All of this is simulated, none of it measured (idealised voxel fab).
This section sets out a process module, namely voxel plated lines.
Cross-section cut: width 245 nm, square cells of 5 nm.
Cross-section, as written here: a square-cell grid given band by band from the top down, where a band holds one or more rows of cells.
What a band's entry tells you: where the top is and where the bottom is, as heights in nm, and after that what lies inside, material by material from left to right, each with its width in nm. Empty space is written as the word "empty", and a single material marked with the word "all across" occupies the band from edge to edge.
Height reference: 0 = level under which incoming wafer is all one material. Lowest band: no bottom, runs on downward, e.g. "z 0 and below".
The width entry "30->40" should be interpreted row by row: the top row of cells in the band takes the first number, the bottom row takes the second number, and the change between adjacent rows is uniform throughout.
"left unchanged", as given for a step, is the statement that not any cell of the cross-section underwent a change during that step.
The list in "Closed cavities" covers empty spaces of 8 cells or more that cannot reach the top through any open way, and it gives each as width x height at distance; the distance is from the left edge, and width, height and distance are in nm.
Post-settings text on a step line: simulator's own remark regarding the step.
overlay nm: for a step with a mask, the amount by which the mask lay right of where it was planned; a negative amount means left of it.

# Set out below are the planned steps of the process
1) op RECEIVE | material Si
2) op CONFORMAL_DEP | material SiO2 | thk nm 10
3) op DIRECTIONAL_DEP | material TiN | thk nm 5
4) op PATTERN | tone open | mask id LINES | material resist | width nm 15 | pitch nm 35 | thk nm 25 | overlay nm 0
5) op EPI | material Ru | thk nm 5
6) op EPI | material Ru | thk nm 10
7) op STRIP | etch materials resist
8) op DIRECTIONAL_ETCH | etch materials TiN | depth nm 5
9) op CONFORMAL_DEP | material SiCN | thk nm 5

# The first of the two wafers, which ran as planned

# Incoming wafer in cross-section (state: after step 1)
> z 0 and below = Si all across
> Closed cavities: none

# How the wafer stands in section after step 2
> z 10 to 0 = SiO2 all across
> For the remainder of the cross-section, below 0, there is no change.

# How the wafer stands in section after step 3
> z 15 to 10 = TiN all across
> For the remainder of the cross-section, below 10, there is no change.

# How the wafer stands in section after step 4
> z 40 to 15 = 95 of resist / 15 of empty / 20 of resist / 15 of empty / 100 of resist
> For the remainder of the cross-section, below 15, there is no change.

# How the wafer stands in section after step 5
> z 40 to 20 = 95 of resist / 15 of empty / 20 of resist / 15 of empty / 100 of resist
> z 20 to 15 = 95 of resist / 15 of Ru / 20 of resist / 15 of Ru / 100 of resist
> For the remainder of the cross-section, below 15, there is no change.

# How the wafer stands in section after step 6
> z 40 to 30 = 95 of resist / 15 of empty / 20 of resist / 15 of empty / 100 of resist
> z 30 to 15 = 95 of resist / 15 of Ru / 20 of resist / 15 of Ru / 100 of resist
> For the remainder of the cross-section, below 15, there is no change.

# How the wafer stands in section after step 7
> z 30 to 15 = 95 of empty / 15 of Ru / 20 of empty / 15 of Ru / 100 of empty
> For the remainder of the cross-section, below 15, there is no change.

# How the wafer stands in section after step 8
> z 30 to 15 = 95 of empty / 15 of Ru / 20 of empty / 15 of Ru / 100 of empty
> z 15 to 10 = 95 of empty / 15 of TiN / 20 of empty / 15 of TiN / 100 of empty
> For the remainder of the cross-section, below 10, there is no change.

# How the wafer stands in section after step 9
> z 35 to 30 = 90 of empty / 25 of SiCN / 10 of empty / 25 of SiCN / 95 of empty
> z 30 to 15 = 90 of empty / 5 of SiCN / 15 of Ru / 5 of SiCN / 10 of empty / 5 of SiCN / 15 of Ru / 5 of SiCN / 95 of empty
> z 15 to 10 = 95 of SiCN / 15 of TiN / 20 of SiCN / 15 of TiN / 100 of SiCN
> For the remainder of the cross-section, below 10, there is no change.

# Second wafer. Start and plan as for the first. One mistake made in running. Agrees with the first up to and including step 3

# Second wafer profile in section, at the moment step 4 of the plan was meant to be complete
> z 40 to 15 = 95 of empty / 15 of resist / 20 of empty / 15 of resist / 100 of empty
> For the remainder of the cross-section, below 15, there is no change.

# Second wafer profile in section, at the moment step 5 of the plan was meant to be complete
> z 40 to 20 = 95 of empty / 15 of resist / 20 of empty / 15 of resist / 100 of empty
> z 20 to 15 = 95 of Ru / 15 of resist / 20 of Ru / 15 of resist / 100 of Ru
> For the remainder of the cross-section, below 15, there is no change.

# Second wafer profile in section, at the moment step 6 of the plan was meant to be complete
> z 40 to 30 = 95 of empty / 15 of resist / 20 of empty / 15 of resist / 100 of empty
> z 30 to 15 = 95 of Ru / 15 of resist / 20 of Ru / 15 of resist / 100 of Ru
> For the remainder of the cross-section, below 15, there is no change.

# Second wafer profile in section, at the moment step 7 of the plan was meant to be complete
> z 30 to 15 = 95 of Ru / 15 of empty / 20 of Ru / 15 of empty / 100 of Ru
> For the remainder of the cross-section, below 15, there is no change.

# Second wafer profile in section, at the moment step 8 of the plan was meant to be complete
> z 30 to 15 = 95 of Ru / 15 of empty / 20 of Ru / 15 of empty / 100 of Ru
> z 15 to 10 = 95 of TiN / 15 of empty / 20 of TiN / 15 of empty / 100 of TiN
> For the remainder of the cross-section, below 10, there is no change.

# Second wafer profile in section, at the moment step 9 of the plan was meant to be complete
> z 35 to 30 = 100 of SiCN / 5 of empty / 30 of SiCN / 5 of empty / 105 of SiCN
> z 30 to 15 = 95 of Ru / 5 of SiCN / 5 of empty / 5 of SiCN / 20 of Ru / 5 of SiCN / 5 of empty / 5 of SiCN / 100 of Ru
> z 15 to 10 = 95 of TiN / 15 of SiCN / 20 of TiN / 15 of SiCN / 100 of TiN
> For the remainder of the cross-section, below 10, there is no change.
The plan and the run diverged here: not per plan at step 4, really ran op PATTERN | tone cover | mask id LINES | material resist | width nm 15 | pitch nm 35 | thk nm 25 | overlay nm 0
Final comparison by cell count, materials where the second wafer has more or fewer than the first: +111 Ru | +37 TiN
